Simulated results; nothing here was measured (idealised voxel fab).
This is a process module. Its name is voxel self aligned contacts.
We display cut, a cross-section 170 nm in width whose square cells are each 5 nm.
Cross-section layout: square cells on a grid; listed as bands, top to bottom; a band spans one or more cell rows. For a band, the entry starts with two heights in nm, that of the top and then that of the bottom, and carries on with the band's materials in order from left to right, each alongside its width in nm; the word "throughout" beside a single material means it fills the band edge to edge, and "empty" means empty space. The level at which height equals 0 is the one under which the wafer, as it arrives, is entirely one material. No lower edge exists for the bottom band, which continues downward and is notated as in "0 nm and below". Width spec "30->40" -> top row of cells at first value, bottom row at second value, equal per-row change in between. Basically "changes: none" means that step didn't change any cell in the cross-section. Sealed voids: empty space of 8 cells or more with no open way to the top, each as width x height at its distance from the left edge, in nm. Post-settings text on a step line: simulator's own remark regarding the step. Steps that use a mask can have "overlay nm" on their line. It says how far the mask sat to the right of where it was meant to be. Negative means to the left.
Below is the list of planned process steps
1,RECEIVE (material Si)
2,CONFORMAL_DEP (material SiO2; thk nm 5)
3,DIRECTIONAL_DEP (material polySi; thk nm 30)
4,DIRECTIONAL_DEP (material SiN; thk nm 20)
5,MASKED_ETCH (tone cover; mask id GATE; width nm 35; pitch nm 70; etch materials SiN; depth nm 20; overlay nm 0)
6,MASKED_ETCH (tone cover; mask id GATE; width nm 35; pitch nm 70; etch materials polySi; depth nm 30; overlay nm 0)
7,CONFORMAL_DEP (material SiN; thk nm 5)
8,DIRECTIONAL_ETCH (etch materials SiN; depth nm 5)
9,FILL_DEP (material SiO2; thk nm 20)
10,CMP (height nm 65)
11,MASKED_ETCH (tone open; mask id CONTACT; width nm 45; etch materials SiO2; depth nm 65; overlay nm 0)
12,CONFORMAL_DEP (material TiN; thk nm 5)
13,FILL_DEP (material Ru; thk nm 10)
14,CMP (height nm 65)
15,CONFORMAL_DEP (material SiCN; thk nm 5)
First of two wafers, processed according to plan
This is the cross-section of the wafer as we received it, i.e. after step 1
    0 nm and below | Si throughout
    Sealed voids: none
Wafer xsec, post step 2
    5 nm to 0 nm | SiO2 throughout
    At heights below 0, the structure remains unaltered.
Wafer xsec, post step 3
    35 nm to 5 nm | polySi throughout
    At heights below 5, the structure remains unaltered.
Wafer xsec, post step 4
    55 nm to 35 nm | SiN throughout
    At heights below 35, the structure remains unaltered.
Wafer xsec, post step 5
    55 nm to 35 nm | 30 nm empty, then 35 nm SiN, then 35 nm empty, then 35 nm SiN, then 35 nm empty
    At heights below 35, the structure remains unaltered.
Wafer xsec, post step 6
    55 nm to 35 nm | 30 nm empty, then 35 nm SiN, then 35 nm empty, then 35 nm SiN, then 35 nm empty
    35 nm to 5 nm | 30 nm empty, then 35 nm polySi, then 35 nm empty, then 35 nm polySi, then 35 nm empty
    At heights below 5, the structure remains unaltered.
Wafer xsec, post step 7
    60 nm to 35 nm | 25 nm empty, then 45 nm SiN, then 25 nm empty, then 45 nm SiN, then 30 nm empty
    35 nm to 10 nm | 25 nm empty, then 5 nm SiN, then 35 nm polySi, then 5 nm SiN, then 25 nm empty, then 5 nm SiN, then 35 nm polySi, then 5 nm SiN, then 30 nm empty
    10 nm to 5 nm | 30 nm SiN, then 35 nm polySi, then 35 nm SiN, then 35 nm polySi, then 35 nm SiN
    At heights below 5, the structure remains unaltered.
Wafer xsec, post step 8
    55 nm to 35 nm | 25 nm empty, then 45 nm SiN, then 25 nm empty, then 45 nm SiN, then 30 nm empty
    35 nm to 5 nm | 25 nm empty, then 5 nm SiN, then 35 nm polySi, then 5 nm SiN, then 25 nm empty, then 5 nm SiN, then 35 nm polySi, then 5 nm SiN, then 30 nm empty
    At heights below 5, the structure remains unaltered.
Wafer xsec, post step 9
    75 nm to 55 nm | SiO2 throughout
    55 nm to 35 nm | 25 nm SiO2, then 45 nm SiN, then 25 nm SiO2, then 45 nm SiN, then 30 nm SiO2
    35 nm to 5 nm | 25 nm SiO2, then 5 nm SiN, then 35 nm polySi, then 5 nm SiN, then 25 nm SiO2, then 5 nm SiN, then 35 nm polySi, then 5 nm SiN, then 30 nm SiO2
    At heights below 5, the structure remains unaltered.
Wafer xsec, post step 10
    65 nm to 55 nm | SiO2 throughout
    At heights below 55, the structure remains unaltered.
Wafer xsec, post step 11
    65 nm to 55 nm | 60 nm SiO2, then 45 nm empty, then 65 nm SiO2
    55 nm to 35 nm | 25 nm SiO2, then 45 nm SiN, then 25 nm empty, then 45 nm SiN, then 30 nm SiO2
    35 nm to 5 nm | 25 nm SiO2, then 5 nm SiN, then 35 nm polySi, then 5 nm SiN, then 25 nm empty, then 5 nm SiN, then 35 nm polySi, then 5 nm SiN, then 30 nm SiO2
    5 nm to 0 nm | 70 nm SiO2, then 25 nm empty, then 75 nm SiO2
    At heights below 0, the structure remains unaltered.
Wafer xsec, post step 12
    70 nm to 65 nm | 65 nm TiN, then 35 nm empty, then 70 nm TiN
    65 nm to 55 nm | 60 nm SiO2, then 5->15 nm TiN, then 35->15 nm empty, then 5->15 nm TiN, then 65 nm SiO2
    55 nm to 35 nm | 25 nm SiO2, then 45 nm SiN, then 5 nm TiN, then 15 nm empty, then 5 nm TiN, then 45 nm SiN, then 30 nm SiO2
    35 nm to 5 nm | 25 nm SiO2, then 5 nm SiN, then 35 nm polySi, then 5 nm SiN, then 5 nm TiN, then 15 nm empty, then 5 nm TiN, then 5 nm SiN, then 35 nm polySi, then 5 nm SiN, then 30 nm SiO2
    5 nm to 0 nm | 70 nm SiO2, then 25 nm TiN, then 75 nm SiO2
    At heights below 0, the structure remains unaltered.
Wafer xsec, post step 13
    80 nm to 70 nm | Ru throughout
    70 nm to 65 nm | 65 nm TiN, then 35 nm Ru, then 70 nm TiN
    65 nm to 55 nm | 60 nm SiO2, then 5->15 nm TiN, then 35->15 nm Ru, then 5->15 nm TiN, then 65 nm SiO2
    55 nm to 35 nm | 25 nm SiO2, then 45 nm SiN, then 5 nm TiN, then 15 nm Ru, then 5 nm TiN, then 45 nm SiN, then 30 nm SiO2
    35 nm to 5 nm | 25 nm SiO2, then 5 nm SiN, then 35 nm polySi, then 5 nm SiN, then 5 nm TiN, then 15 nm Ru, then 5 nm TiN, then 5 nm SiN, then 35 nm polySi, then 5 nm SiN, then 30 nm SiO2
    At heights below 5, the structure remains unaltered.
Wafer xsec, post step 14
    65 nm to 55 nm | 60 nm SiO2, then 5->15 nm TiN, then 35->15 nm Ru, then 5->15 nm TiN, then 65 nm SiO2
    At heights below 55, the structure remains unaltered.
Wafer xsec, post step 15
    70 nm to 65 nm | SiCN throughout
    At heights below 65, the structure remains unaltered.
What follows concerns the second wafer, which started out like the first and was meant to follow the very same plan; one mistake crept in when it was run, but everything up to and including step 9 is the same as for the first wafer
Second wafer profile in section, at the moment step 10 of the plan was meant to be complete
    55 nm to 35 nm | 25 nm SiO2, then 45 nm SiN, then 25 nm SiO2, then 45 nm SiN, then 30 nm SiO2
    At heights below 35, the structure remains unaltered.
Second wafer profile in section, at the moment step 11 of the plan was meant to be complete
    55 nm to 35 nm | 25 nm SiO2, then 45 nm SiN, then 25 nm empty, then 45 nm SiN, then 30 nm SiO2
    35 nm to 5 nm | 25 nm SiO2, then 5 nm SiN, then 35 nm polySi, then 5 nm SiN, then 25 nm empty, then 5 nm SiN, then 35 nm polySi, then 5 nm SiN, then 30 nm SiO2
    5 nm to 0 nm | 70 nm SiO2, then 25 nm empty, then 75 nm SiO2
    At heights below 0, the structure remains unaltered.
Second wafer profile in section, at the moment step 12 of the plan was meant to be complete
    60 nm to 55 nm | 75 nm TiN, then 15 nm empty, then 80 nm TiN
    55 nm to 35 nm | 25 nm SiO2, then 45 nm SiN, then 5 nm TiN, then 15 nm empty, then 5 nm TiN, then 45 nm SiN, then 30 nm SiO2
    35 nm to 5 nm | 25 nm SiO2, then 5 nm SiN, then 35 nm polySi, then 5 nm SiN, then 5 nm TiN, then 15 nm empty, then 5 nm TiN, then 5 nm SiN, then 35 nm polySi, then 5 nm SiN, then 30 nm SiO2
    5 nm to 0 nm | 70 nm SiO2, then 25 nm TiN, then 75 nm SiO2
    At heights below 0, the structure remains unaltered.
Second wafer profile in section, at the moment step 13 of the plan was meant to be complete
    70 nm to 60 nm | Ru throughout
    60 nm to 55 nm | 75 nm TiN, then 15 nm Ru, then 80 nm TiN
    55 nm to 35 nm | 25 nm SiO2, then 45 nm SiN, then 5 nm TiN, then 15 nm Ru, then 5 nm TiN, then 45 nm SiN, then 30 nm SiO2
    35 nm to 5 nm | 25 nm SiO2, then 5 nm SiN, then 35 nm polySi, then 5 nm SiN, then 5 nm TiN, then 15 nm Ru, then 5 nm TiN, then 5 nm SiN, then 35 nm polySi, then 5 nm SiN, then 30 nm SiO2
    At heights below 5, the structure remains unaltered.
Second wafer profile in section, at the moment step 14 of the plan was meant to be complete
    65 nm to 60 nm | Ru throughout
    At heights below 60, the structure remains unaltered.
Second wafer profile in section, at the moment step 15 of the plan was meant to be complete
    70 nm to 65 nm | SiCN throughout
    At heights below 65, the structure remains unaltered.
Run error: step 10 deviated from plan and actually ran as CMP (height nm 55)
Final comparison by cell count, materials where the second wafer has more or fewer than the first: Ru +27; SiO2 -50; TiN +23
